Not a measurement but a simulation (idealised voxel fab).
Process module under the name voxel gate over fins
This is section cut - it's 210 nm across, gridded in 5 nm square cells.
Cross-section spec: square-cell grid; bands listed top down; each band is one or more rows. Each band's line starts with the height of the band's top and of its bottom, in nm. Then come its materials from left to right, each with its width in nm. One material with "throughout" fills the band from edge to edge. "empty" is empty space. Heights are measured from 0, the level below which the as-received wafer is all one material; the lowest band has no bottom and continues downward, written as in "from 0 down". Top row gets the first number, bottom row gets the second, and each row in between changes by the same step: that is how a band width like "30->40" works. It should be understood that the words "nothing was modified", when stated for a given step, signify that the cross-section underwent no change in any of its cells during that step. This entry, "Closed empty spaces", enumerates those empty regions of no fewer than 8 cells that possess no open connection to the top. Each region is reported in the form width x height at distance, the distance being taken from the left edge, with all three quantities expressed in nm. after a step's settings: what the simulator itself notes on the step. When a step includes a mask, the "overlay nm" setting on its line states how far to the right of its planned place that mask lay, and negative values state how far to the left.
-- Below is the list of planned process steps
1: RECEIVE, material Si
2: CONFORMAL_DEP, material SiN, thk nm 10
3: PATTERN, tone cover, mask id FINS, material resist, width nm 15, pitch nm 45, thk nm 15, overlay nm 0
4: DIRECTIONAL_ETCH, etch materials SiN, depth nm 10
5: DIRECTIONAL_ETCH, etch materials Si, depth nm 40
6: STRIP, etch materials resist
7: OXIDIZE, depth nm 5
8: FILL_DEP, material SiO2, thk nm 5
9: CMP, height nm 10
10: SELECTIVE_ETCH, etch materials SiO2, depth nm 20
11: STRIP, etch materials SiN
12: CONFORMAL_DEP, material HfO2, thk nm 5
13: CONFORMAL_DEP, material TiN, thk nm 5
14: FILL_DEP, material W, thk nm 10
15: CMP, height nm 15
16: CONFORMAL_DEP, material SiCN, thk nm 10
-- First wafer out of two, processed as planned
-- As received (post step 1): cross-section
* from 0 down = Si throughout
* Closed empty spaces: none
-- After step 2, in cross-section
* from 10 to 0 = SiN throughout
* At heights below 0, the structure remains unaltered.
-- After step 3, in cross-section
* from 25 to 10 = empty (50); resist (15); empty (30); resist (15); empty (30); resist (15); empty (55)
* At heights below 10, the structure remains unaltered.
-- After step 4, in cross-section
* from 25 to 10 = empty (50); resist (15); empty (30); resist (15); empty (30); resist (15); empty (55)
* from 10 to 0 = empty (50); SiN (15); empty (30); SiN (15); empty (30); SiN (15); empty (55)
* At heights below 0, the structure remains unaltered.
-- After step 5, in cross-section
* from 25 to 10 = empty (50); resist (15); empty (30); resist (15); empty (30); resist (15); empty (55)
* from 10 to 0 = empty (50); SiN (15); empty (30); SiN (15); empty (30); SiN (15); empty (55)
* from 0 to -40 = empty (50); Si (15); empty (30); Si (15); empty (30); Si (15); empty (55)
* At heights below -40, the structure remains unaltered.
-- After step 6, in cross-section
* from 10 to 0 = empty (50); SiN (15); empty (30); SiN (15); empty (30); SiN (15); empty (55)
* At heights below 0, the structure remains unaltered.
-- After step 7, in cross-section
* from 10 to 0 = empty (50); SiN (15); empty (30); SiN (15); empty (30); SiN (15); empty (55)
* from 0 to -40 = empty (50); SiO2 (5); Si (5); SiO2 (5); empty (30); SiO2 (5); Si (5); SiO2 (5); empty (30); SiO2 (5); Si (5); SiO2 (5); empty (55)
* from -40 to -45 = SiO2 (55); Si (5); SiO2 (40); Si (5); SiO2 (40); Si (5); SiO2 (60)
* At heights below -45, the structure remains unaltered.
-- After step 8, in cross-section
* from 15 to 10 = SiO2 throughout
* from 10 to 0 = SiO2 (50); SiN (15); SiO2 (30); SiN (15); SiO2 (30); SiN (15); SiO2 (55)
* from 0 to -45 = SiO2 (55); Si (5); SiO2 (40); Si (5); SiO2 (40); Si (5); SiO2 (60)
* At heights below -45, the structure remains unaltered.
-- After step 9, in cross-section
* from 10 to 0 = SiO2 (50); SiN (15); SiO2 (30); SiN (15); SiO2 (30); SiN (15); SiO2 (55)
* At heights below 0, the structure remains unaltered.
-- After step 10, in cross-section
* from 10 to 0 = empty (50); SiN (15); empty (30); SiN (15); empty (30); SiN (15); empty (55)
* from 0 to -10 = empty (55); Si (5); empty (40); Si (5); empty (40); Si (5); empty (60)
* At heights below -10, the structure remains unaltered.
-- After step 11, in cross-section
* from 0 to -10 = empty (55); Si (5); empty (40); Si (5); empty (40); Si (5); empty (60)
* At heights below -10, the structure remains unaltered.
-- After step 12, in cross-section
* from 5 to 0 = empty (50); HfO2 (15); empty (30); HfO2 (15); empty (30); HfO2 (15); empty (55)
* from 0 to -5 = empty (50); HfO2 (5); Si (5); HfO2 (5); empty (30); HfO2 (5); Si (5); HfO2 (5); empty (30); HfO2 (5); Si (5); HfO2 (5); empty (55)
* from -5 to -10 = HfO2 (55); Si (5); HfO2 (40); Si (5); HfO2 (40); Si (5); HfO2 (60)
* At heights below -10, the structure remains unaltered.
-- After step 13, in cross-section
* from 10 to 5 = empty (45); TiN (25); empty (20); TiN (25); empty (20); TiN (25); empty (50)
* from 5 to 0 = empty (45); TiN (5); HfO2 (15); TiN (5); empty (20); TiN (5); HfO2 (15); TiN (5); empty (20); TiN (5); HfO2 (15); TiN (5); empty (50)
* from 0 to -5 = TiN (50); HfO2 (5); Si (5); HfO2 (5); TiN (30); HfO2 (5); Si (5); HfO2 (5); TiN (30); HfO2 (5); Si (5); HfO2 (5); TiN (55)
* At heights below -5, the structure remains unaltered.
-- After step 14, in cross-section
* from 20 to 10 = W throughout
* from 10 to 5 = W (45); TiN (25); W (20); TiN (25); W (20); TiN (25); W (50)
* from 5 to 0 = W (45); TiN (5); HfO2 (15); TiN (5); W (20); TiN (5); HfO2 (15); TiN (5); W (20); TiN (5); HfO2 (15); TiN (5); W (50)
* At heights below 0, the structure remains unaltered.
-- After step 15, in cross-section
* from 15 to 10 = W throughout
* At heights below 10, the structure remains unaltered.
-- After step 16, in cross-section
* from 25 to 15 = SiCN throughout
* At heights below 15, the structure remains unaltered.
-- The remaining wafer, second of the two, started like the first and was run to the same plan, except that one mistake was made along the way; the two coincide through step 9, inclusive
-- Look at the second wafer in cross-section at the time step 10 ought to have finished
* from 10 to 0 = SiO2 (50); empty (15); SiO2 (30); empty (15); SiO2 (30); empty (15); SiO2 (55)
* At heights below 0, the structure remains unaltered.
-- Look at the second wafer in cross-section at the time step 11 ought to have finished
* from 0 to -10 = empty (55); Si (5); empty (40); Si (5); empty (40); Si (5); empty (60)
* from -10 to -20 = SiO2 (30); empty (25); Si (5); empty (40); Si (5); empty (40); Si (5); empty (25); SiO2 (35)
* At heights below -20, the structure remains unaltered.
-- Look at the second wafer in cross-section at the time step 12 ought to have finished
* from 5 to 0 = empty (50); HfO2 (15); empty (30); HfO2 (15); empty (30); HfO2 (15); empty (55)
* from 0 to -5 = empty (50); HfO2 (5); Si (5); HfO2 (5); empty (30); HfO2 (5); Si (5); HfO2 (5); empty (30); HfO2 (5); Si (5); HfO2 (5); empty (55)
* from -5 to -10 = HfO2 (35); empty (15); HfO2 (5); Si (5); HfO2 (5); empty (30); HfO2 (5); Si (5); HfO2 (5); empty (30); HfO2 (5); Si (5); HfO2 (5); empty (15); HfO2 (40)
* from -10 to -15 = SiO2 (30); HfO2 (5); empty (15); HfO2 (5); Si (5); HfO2 (5); empty (30); HfO2 (5); Si (5); HfO2 (5); empty (30); HfO2 (5); Si (5); HfO2 (5); empty (15); HfO2 (5); SiO2 (35)
* from -15 to -20 = SiO2 (30); HfO2 (25); Si (5); HfO2 (40); Si (5); HfO2 (40); Si (5); HfO2 (25); SiO2 (35)
* At heights below -20, the structure remains unaltered.
-- Look at the second wafer in cross-section at the time step 13 ought to have finished
* from 10 to 5 = empty (45); TiN (25); empty (20); TiN (25); empty (20); TiN (25); empty (50)
* from 5 to 0 = empty (45); TiN (5); HfO2 (15); TiN (5); empty (20); TiN (5); HfO2 (15); TiN (5); empty (20); TiN (5); HfO2 (15); TiN (5); empty (50)
* from 0 to -5 = TiN (40); empty (5); TiN (5); HfO2 (5); Si (5); HfO2 (5); TiN (5); empty (20); TiN (5); HfO2 (5); Si (5); HfO2 (5); TiN (5); empty (20); TiN (5); HfO2 (5); Si (5); HfO2 (5); TiN (5); empty (5); TiN (45)
* from -5 to -10 = HfO2 (35); TiN (5); empty (5); TiN (5); HfO2 (5); Si (5); HfO2 (5); TiN (5); empty (20); TiN (5); HfO2 (5); Si (5); HfO2 (5); TiN (5); empty (20); TiN (5); HfO2 (5); Si (5); HfO2 (5); TiN (5); empty (5); TiN (5); HfO2 (40)
* from -10 to -15 = SiO2 (30); HfO2 (5); TiN (15); HfO2 (5); Si (5); HfO2 (5); TiN (30); HfO2 (5); Si (5); HfO2 (5); TiN (30); HfO2 (5); Si (5); HfO2 (5); TiN (15); HfO2 (5); SiO2 (35)
* At heights below -15, the structure remains unaltered.
-- Look at the second wafer in cross-section at the time step 14 ought to have finished
* from 20 to 10 = W throughout
* from 10 to 5 = W (45); TiN (25); W (20); TiN (25); W (20); TiN (25); W (50)
* from 5 to 0 = W (45); TiN (5); HfO2 (15); TiN (5); W (20); TiN (5); HfO2 (15); TiN (5); W (20); TiN (5); HfO2 (15); TiN (5); W (50)
* from 0 to -5 = TiN (40); W (5); TiN (5); HfO2 (5); Si (5); HfO2 (5); TiN (5); W (20); TiN (5); HfO2 (5); Si (5); HfO2 (5); TiN (5); W (20); TiN (5); HfO2 (5); Si (5); HfO2 (5); TiN (5); W (5); TiN (45)
* from -5 to -10 = HfO2 (35); TiN (5); W (5); TiN (5); HfO2 (5); Si (5); HfO2 (5); TiN (5); W (20); TiN (5); HfO2 (5); Si (5); HfO2 (5); TiN (5); W (20); TiN (5); HfO2 (5); Si (5); HfO2 (5); TiN (5); W (5); TiN (5); HfO2 (40)
* At heights below -10, the structure remains unaltered.
-- Look at the second wafer in cross-section at the time step 15 ought to have finished
* from 15 to 10 = W throughout
* At heights below 10, the structure remains unaltered.
-- Look at the second wafer in cross-section at the time step 16 ought to have finished
* from 25 to 15 = SiCN throughout
* At heights below 15, the structure remains unaltered.
So what did we get wrong on this run? steps 10 and 11 swapped
Final tally in cells, some materials are higher or lower on the second wafer than on the first: 16 more of HfO2; 52 fewer of SiO2; 16 more of TiN; 20 more of W
